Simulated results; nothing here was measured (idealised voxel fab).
process module | voxel double patterning
cross-section cut | 265 nm wide | cells 5 nm
A cross-section is a grid of square cells, given in bands from the top down. A band is one or more rows of cells.
Each band's line starts with the height of the band's top and of its bottom, in nm. Then come its materials from left to right, each with its width in nm. One material with "throughout" fills the band from edge to edge. "air" is empty space.
Height 0 is the level under which the wafer as received is all one material. The lowest band goes on downwards, as in "0 down".
A width such as "30 to 40" changes by the same amount from each row of cells to the next, from the band's top row to its bottom row.
"no change" after a step means that no cell of the cross-section changed.
closed voids: empty space of 8 cells or more with no open way to the top, each as width x height at its distance from the left edge, in nm
after a step's settings: what the simulator itself notes on the step
overlay nm, on a step with a mask: how far to the right of its planned place the mask lay; to the left if negative
plan
1 op RECEIVE | material Si
2 op CONFORMAL_DEP | material SiO2 | thk nm 5
3 op DIRECTIONAL_DEP | material W | thk nm 20
4 op DIRECTIONAL_DEP | material SiCN | thk nm 10
5 op PATTERN | tone open | mask id FIRST | material resist | width nm 15 | pitch nm 50 | thk nm 15 | overlay nm 0
6 op DIRECTIONAL_ETCH | etch materials SiCN | depth nm 10
7 op STRIP | etch materials resist
8 op PATTERN | tone open | mask id SECOND | material resist | width nm 15 | thk nm 15 | overlay nm 0
9 op DIRECTIONAL_ETCH | etch materials SiCN | depth nm 10
10 op STRIP | etch materials resist
11 op DIRECTIONAL_ETCH | etch materials W | depth nm 20
12 op STRIP | etch materials SiCN
first wafer, as planned
as received, after step 1
  0 down: Si throughout
  closed voids: none
after step 2
  5 to 0: SiO2 throughout
  below 0: unchanged
after step 3
  25 to 5: W throughout
  below 5: unchanged
after step 4
  35 to 25: SiCN throughout
  below 25: unchanged
after step 5
  50 to 35: resist 100 | air 15 | resist 35 | air 15 | resist 100
  below 35: unchanged
after step 6
  50 to 35: resist 100 | air 15 | resist 35 | air 15 | resist 100
  35 to 25: SiCN 100 | air 15 | SiCN 35 | air 15 | SiCN 100
  below 25: unchanged
after step 7
  35 to 25: SiCN 100 | air 15 | SiCN 35 | air 15 | SiCN 100
  below 25: unchanged
after step 8
  50 to 35: resist 125 | air 15 | resist 125
  35 to 25: SiCN 100 | resist 15 | SiCN 35 | resist 15 | SiCN 100
  below 25: unchanged
after step 9
  50 to 35: resist 125 | air 15 | resist 125
  35 to 25: SiCN 100 | resist 15 | SiCN 10 | air 15 | SiCN 10 | resist 15 | SiCN 100
  below 25: unchanged
after step 10
  35 to 25: SiCN 100 | air 15 | SiCN 10 | air 15 | SiCN 10 | air 15 | SiCN 100
  below 25: unchanged
after step 11
  35 to 25: SiCN 100 | air 15 | SiCN 10 | air 15 | SiCN 10 | air 15 | SiCN 100
  25 to 5: W 100 | air 15 | W 10 | air 15 | W 10 | air 15 | W 100
  below 5: unchanged
after step 12
  25 to 5: W 100 | air 15 | W 10 | air 15 | W 10 | air 15 | W 100
  below 5: unchanged
second wafer: like start, like plan, one mistake. Through step 7 it matches the first wafer
when step 8 should have ended
  50 to 35: resist 125 | air 20 | resist 120
  35 to 25: SiCN 100 | resist 15 | SiCN 35 | resist 15 | SiCN 100
  below 25: unchanged
when step 9 should have ended
  50 to 35: resist 125 | air 20 | resist 120
  35 to 25: SiCN 100 | resist 15 | SiCN 10 | air 20 | SiCN 5 | resist 15 | SiCN 100
  below 25: unchanged
when step 10 should have ended
  35 to 25: SiCN 100 | air 15 | SiCN 10 | air 20 | SiCN 5 | air 15 | SiCN 100
  below 25: unchanged
when step 11 should have ended
  35 to 25: SiCN 100 | air 15 | SiCN 10 | air 20 | SiCN 5 | air 15 | SiCN 100
  25 to 5: W 100 | air 15 | W 10 | air 20 | W 5 | air 15 | W 100
  below 5: unchanged
when step 12 should have ended
  25 to 5: W 100 | air 15 | W 10 | air 20 | W 5 | air 15 | W 100
  below 5: unchanged
what went wrong: step 8 ran as: op PATTERN | tone open | mask id SECOND | material resist | width nm 20 | thk nm 15 | overlay nm 0
at the end the second wafer has, in cells: 4 fewer of W
